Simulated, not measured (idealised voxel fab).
The following process module bears the name voxel ribs on slabs.
For reference, the cross-section in this document is cut, with width 160 nm and square cells of 5 nm.
Heads up, the way a cross-section reads in here is a grid of square cells, handed over as bands from the top down, with every band being one or more rows of cells.
In this notation a band is specified by the heights of its top and bottom, in that order and in nm, after which its materials appear from left to right, each paired with its width in nm. The word "full width" attached to a single material means that material fills the band from edge to edge; the word "blank" stands for empty space.
Zero point of the height axis is 0; under it, received wafer = one material. Lowest band: continues down indefinitely, "0..down".
It should be noted that a width expressed as "30 to 40" varies in equal increments from row to row of cells within the band, taking the value of the first number at the top row and that of the second number at the bottom row.
It should be understood that the words "nothing got changed", when stated for a given step, signify that the cross-section underwent no change in any of its cells during that step.
Entry "Enclosed void list". Content: empty spaces with no open connection to the top, size 8 cells or greater. Each: width x height at distance. Distance: from left edge. Unit: nm.
Step line, after settings: the simulator's comment on this step.
Regarding "overlay nm": on a step with a mask, it is the distance the mask lay to the right of its planned place; a negative value places it to the left.

# This section lists the process steps that were planned
1,RECEIVE, material Si
2,DIRECTIONAL_DEP, material SiO2, thk nm 25
3,DIRECTIONAL_DEP, material SiN, thk nm 20
4,DIRECTIONAL_DEP, material aC, thk nm 10
5,PATTERN, tone cover, mask id RIB, material resist, width nm 30, thk nm 30, overlay nm 0
6,DIRECTIONAL_ETCH, etch materials aC, depth nm 10
7,STRIP, etch materials resist
8,DIRECTIONAL_ETCH, etch materials SiN, depth nm 10
9,STRIP, etch materials aC
10,DIRECTIONAL_DEP, material aC, thk nm 15
11,PATTERN, tone cover, mask id SLAB, material resist, width nm 90, thk nm 30, overlay nm 0
12,DIRECTIONAL_ETCH, etch materials aC, depth nm 15
13,STRIP, etch materials resist
14,DIRECTIONAL_ETCH, etch materials SiN, depth nm 10
15,STRIP, etch materials aC
16,FILL_DEP, material SiO2, thk nm 25
17,CMP, height nm 65
18,DIRECTIONAL_DEP, material TiN, thk nm 5
19,DIRECTIONAL_DEP, material aC, thk nm 15
20,PATTERN, tone cover, mask id HEATER, material resist, width nm 40, thk nm 30, overlay nm 0
21,DIRECTIONAL_ETCH, etch materials aC, depth nm 15
22,STRIP, etch materials resist
23,DIRECTIONAL_ETCH, etch materials TiN, depth nm 5
24,STRIP, etch materials aC
25,CONFORMAL_DEP, material SiN, thk nm 5

# Account of the first of two wafers, which was processed as intended

# Incoming wafer, cross-sectional view, post step 1
* 0..down  Si full width
* Enclosed void list: none

# Cross-sectional representation of the wafer at the conclusion of step 2
* 25..0  SiO2 full width
* Below a height of 0, the structure has not been altered.

# Cross-sectional representation of the wafer at the conclusion of step 3
* 45..25  SiN full width
* Below a height of 25, the structure has not been altered.

# Cross-sectional representation of the wafer at the conclusion of step 4
* 55..45  aC full width
* Below a height of 45, the structure has not been altered.

# Cross-sectional representation of the wafer at the conclusion of step 5
* 85..55  65 blank / 30 resist / 65 blank
* Below a height of 55, the structure has not been altered.

# Cross-sectional representation of the wafer at the conclusion of step 6
* 75..55  65 blank / 30 resist / 65 blank
* 55..45  65 blank / 30 aC / 65 blank
* Below a height of 45, the structure has not been altered.

# Cross-sectional representation of the wafer at the conclusion of step 7
* 55..45  65 blank / 30 aC / 65 blank
* Below a height of 45, the structure has not been altered.

# Cross-sectional representation of the wafer at the conclusion of step 8
* 55..45  65 blank / 30 aC / 65 blank
* 45..35  65 blank / 30 SiN / 65 blank
* Below a height of 35, the structure has not been altered.

# Cross-sectional representation of the wafer at the conclusion of step 9
* 45..35  65 blank / 30 SiN / 65 blank
* Below a height of 35, the structure has not been altered.

# Cross-sectional representation of the wafer at the conclusion of step 10
* 60..50  65 blank / 30 aC / 65 blank
* 50..45  aC full width
* 45..35  65 aC / 30 SiN / 65 aC
* Below a height of 35, the structure has not been altered.

# Cross-sectional representation of the wafer at the conclusion of step 11
* 90..60  35 blank / 90 resist / 35 blank
* 60..50  35 blank / 30 resist / 30 aC / 30 resist / 35 blank
* Below a height of 50, the structure has not been altered.

# Cross-sectional representation of the wafer at the conclusion of step 12
* 75..60  35 blank / 90 resist / 35 blank
* 60..50  35 blank / 30 resist / 30 aC / 30 resist / 35 blank
* 50..45  35 blank / 90 aC / 35 blank
* 45..35  35 blank / 30 aC / 30 SiN / 30 aC / 35 blank
* Below a height of 35, the structure has not been altered.

# Cross-sectional representation of the wafer at the conclusion of step 13
* 60..50  65 blank / 30 aC / 65 blank
* Below a height of 50, the structure has not been altered.

# Cross-sectional representation of the wafer at the conclusion of step 14
* 60..50  65 blank / 30 aC / 65 blank
* 50..45  35 blank / 90 aC / 35 blank
* 45..35  35 blank / 30 aC / 30 SiN / 30 aC / 35 blank
* 35..25  35 blank / 90 SiN / 35 blank
* Below a height of 25, the structure has not been altered.

# Cross-sectional representation of the wafer at the conclusion of step 15
* 45..35  65 blank / 30 SiN / 65 blank
* Below a height of 35, the structure has not been altered.

# Cross-sectional representation of the wafer at the conclusion of step 16
* 70..45  SiO2 full width
* 45..35  65 SiO2 / 30 SiN / 65 SiO2
* 35..25  35 SiO2 / 90 SiN / 35 SiO2
* Below a height of 25, the structure has not been altered.

# Cross-sectional representation of the wafer at the conclusion of step 17
* 65..45  SiO2 full width
* Below a height of 45, the structure has not been altered.

# Cross-sectional representation of the wafer at the conclusion of step 18
* 70..65  TiN full width
* Below a height of 65, the structure has not been altered.

# Cross-sectional representation of the wafer at the conclusion of step 19
* 85..70  aC full width
* Below a height of 70, the structure has not been altered.

# Cross-sectional representation of the wafer at the conclusion of step 20
* 115..85  60 blank / 40 resist / 60 blank
* Below a height of 85, the structure has not been altered.

# Cross-sectional representation of the wafer at the conclusion of step 21
* 100..85  60 blank / 40 resist / 60 blank
* 85..70  60 blank / 40 aC / 60 blank
* Below a height of 70, the structure has not been altered.

# Cross-sectional representation of the wafer at the conclusion of step 22
* 85..70  60 blank / 40 aC / 60 blank
* Below a height of 70, the structure has not been altered.

# Cross-sectional representation of the wafer at the conclusion of step 23
* 85..70  60 blank / 40 aC / 60 blank
* 70..65  60 blank / 40 TiN / 60 blank
* Below a height of 65, the structure has not been altered.

# Cross-sectional representation of the wafer at the conclusion of step 24
* 70..65  60 blank / 40 TiN / 60 blank
* Below a height of 65, the structure has not been altered.

# Cross-sectional representation of the wafer at the conclusion of step 25
* 75..70  55 blank / 50 SiN / 55 blank
* 70..65  60 SiN / 40 TiN / 60 SiN
* Below a height of 65, the structure has not been altered.

# Second wafer, same starting conditions and recipe as the first, one mistake in executing it, nothing differs from the first up to and including step 4

# Second wafer: cross-section at the scheduled end of step 5
* 85..55  65 resist / 30 blank / 65 resist
* Below a height of 55, the structure has not been altered.

# Second wafer: cross-section at the scheduled end of step 6
* 75..55  65 resist / 30 blank / 65 resist
* 55..45  65 aC / 30 blank / 65 aC
* Below a height of 45, the structure has not been altered.

# Second wafer: cross-section at the scheduled end of step 7
* 55..45  65 aC / 30 blank / 65 aC
* Below a height of 45, the structure has not been altered.

# Second wafer: cross-section at the scheduled end of step 8
* 55..45  65 aC / 30 blank / 65 aC
* 45..35  65 SiN / 30 blank / 65 SiN
* Below a height of 35, the structure has not been altered.

# Second wafer: cross-section at the scheduled end of step 9
* 45..35  65 SiN / 30 blank / 65 SiN
* Below a height of 35, the structure has not been altered.

# Second wafer: cross-section at the scheduled end of step 10
* 60..50  65 aC / 30 blank / 65 aC
* 50..45  aC full width
* 45..35  65 SiN / 30 aC / 65 SiN
* Below a height of 35, the structure has not been altered.

# Second wafer: cross-section at the scheduled end of step 11
* 90..60  35 blank / 90 resist / 35 blank
* 60..50  65 aC / 30 resist / 65 aC
* Below a height of 50, the structure has not been altered.

# Second wafer: cross-section at the scheduled end of step 12
* 75..60  35 blank / 90 resist / 35 blank
* 60..50  35 blank / 30 aC / 30 resist / 30 aC / 35 blank
* 50..45  35 blank / 90 aC / 35 blank
* Below a height of 45, the structure has not been altered.

# Second wafer: cross-section at the scheduled end of step 13
* 60..50  35 blank / 30 aC / 30 blank / 30 aC / 35 blank
* Below a height of 50, the structure has not been altered.

# Second wafer: cross-section at the scheduled end of step 14
* 60..50  35 blank / 30 aC / 30 blank / 30 aC / 35 blank
* 50..45  35 blank / 90 aC / 35 blank
* 45..35  35 blank / 30 SiN / 30 aC / 30 SiN / 35 blank
* Below a height of 35, the structure has not been altered.

# Second wafer: cross-section at the scheduled end of step 15
* 45..35  35 blank / 30 SiN / 30 blank / 30 SiN / 35 blank
* Below a height of 35, the structure has not been altered.

# Second wafer: cross-section at the scheduled end of step 16
* 70..45  SiO2 full width
* 45..35  35 SiO2 / 30 SiN / 30 SiO2 / 30 SiN / 35 SiO2
* Below a height of 35, the structure has not been altered.

# Second wafer: cross-section at the scheduled end of step 17
* 65..45  SiO2 full width
* Below a height of 45, the structure has not been altered.

# Second wafer: cross-section at the scheduled end of step 18
* 70..65  TiN full width
* Below a height of 65, the structure has not been altered.

# Second wafer: cross-section at the scheduled end of step 19
* 85..70  aC full width
* Below a height of 70, the structure has not been altered.

# Second wafer: cross-section at the scheduled end of step 20
* 115..85  60 blank / 40 resist / 60 blank
* Below a height of 85, the structure has not been altered.

# Second wafer: cross-section at the scheduled end of step 21
* 100..85  60 blank / 40 resist / 60 blank
* 85..70  60 blank / 40 aC / 60 blank
* Below a height of 70, the structure has not been altered.

# Second wafer: cross-section at the scheduled end of step 22
* 85..70  60 blank / 40 aC / 60 blank
* Below a height of 70, the structure has not been altered.

# Second wafer: cross-section at the scheduled end of step 23
* 85..70  60 blank / 40 aC / 60 blank
* 70..65  60 blank / 40 TiN / 60 blank
* Below a height of 65, the structure has not been altered.

# Second wafer: cross-section at the scheduled end of step 24
* 70..65  60 blank / 40 TiN / 60 blank
* Below a height of 65, the structure has not been altered.

# Second wafer: cross-section at the scheduled end of step 25
* 75..70  55 blank / 50 SiN / 55 blank
* 70..65  60 SiN / 40 TiN / 60 SiN
* Below a height of 65, the structure has not been altered.
Where did the run depart from the plan? note that step 5 departed from the planned setting and was carried out as PATTERN, tone open, mask id RIB, material resist, width nm 30, thk nm 30, overlay nm 0
Final difference in cells, second wafer against first, listed per material as more or fewer: +40 SiN | -40 SiO2
